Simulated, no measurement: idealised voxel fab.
Title: Process Module voxel ribs on slabs
Section cut is 215 nm wide and gridded with 5 nm square cells.
Cross-section, as written here: a square-cell grid given band by band from the top down, where a band holds one or more rows of cells. The entry gives the band's vertical extent as a top height and a bottom height in nm, then its horizontal make-up as materials from left to right, each with a width in nm. "air" stands for empty space; a single material marked "everywhere" fills the band edge to edge. Convention: height 0 is the level below which the wafer, as received, is all one material. The lowest band does not terminate at the bottom but continues downward, represented as "z 0 and below". Width "30->40": first value at the band's top row of cells, second value at its bottom row, equal change from row to row. When a step is marked "remained unchanged", none of the cells in the cross-section changed during that step. Heads up: "Fully closed voids" only lists the empty pockets with no open path to the top that are 8 cells or more, and it writes them as width x height at distance, distance from the left edge, in nm. Where a step's line continues beyond its settings, the continuation is a remark by the simulator itself on that step. The setting "overlay nm" may be written on the line of a step. When the step uses a mask, the value reports how far to the right of the planned place the mask lay, and a negative value reports that it lay to the left.

-- Intended process steps
1. RECEIVE: material Si
2. DIRECTIONAL_DEP: material SiO2, thk nm 30
3. DIRECTIONAL_DEP: material polySi, thk nm 15
4. PATTERN: tone cover, mask id RIB, material resist, width nm 20, thk nm 15, overlay nm 0
5. DIRECTIONAL_ETCH: etch materials polySi, depth nm 10
6. STRIP: etch materials resist
7. DIRECTIONAL_DEP: material aC, thk nm 10
8. PATTERN: tone cover, mask id SLAB, material resist, width nm 70, thk nm 30, overlay nm 0
9. DIRECTIONAL_ETCH: etch materials aC, depth nm 10
10. STRIP: etch materials resist
11. DIRECTIONAL_ETCH: etch materials polySi, depth nm 5
12. STRIP: etch materials aC
13. FILL_DEP: material SiO2, thk nm 20
14. CMP: height nm 55
15. DIRECTIONAL_DEP: material TiN, thk nm 5
16. DIRECTIONAL_DEP: material aC, thk nm 10
17. PATTERN: tone cover, mask id HEATER, material resist, width nm 30, thk nm 30, overlay nm 0
18. DIRECTIONAL_ETCH: etch materials aC, depth nm 10
19. STRIP: etch materials resist
20. DIRECTIONAL_ETCH: etch materials TiN, depth nm 5
21. STRIP: etch materials aC
22. CONFORMAL_DEP: material SiO2, thk nm 5

-- Received-state cross-section, reflecting completion of step 1
- z 0 and below: Si everywhere
- Fully closed voids: none

-- Run as planned - first of the two wafers cross-sectioned at the end of the module
- z 65 to 60: air: 85, then SiO2: 40, then air: 90
- z 60 to 55: SiO2: 90, then TiN: 30, then SiO2: 95
- z 55 to 45: SiO2 everywhere
- z 45 to 35: SiO2: 95, then polySi: 20, then SiO2: 100
- z 35 to 30: SiO2: 70, then polySi: 70, then SiO2: 75
- z 30 to 0: SiO2 everywhere
- z 0 and below: Si everywhere
- Fully closed voids: none

-- Cross-sectional image of the second wafer of the two following completion of the module. Starting state and process plan were the same as for the first wafer; one execution error occurred
- z 65 to 60: air: 85, then SiO2: 40, then air: 90
- z 60 to 55: SiO2: 90, then TiN: 30, then SiO2: 95
- z 55 to 45: SiO2 everywhere
- z 45 to 35: SiO2: 95, then polySi: 20, then SiO2: 100
- z 35 to 30: SiO2: 70, then polySi: 75, then SiO2: 70
- z 30 to 0: SiO2 everywhere
- z 0 and below: Si everywhere
- Fully closed voids: none
Against the plan, the run slipped here: step 8, actual vs plan mismatch, actual run PATTERN: tone cover, mask id SLAB, material resist, width nm 75, thk nm 30, overlay nm 0
Wafer comparison, final, in cells, second relative to first, materials more or fewer: 1 fewer of SiO2 | 1 more of polySi
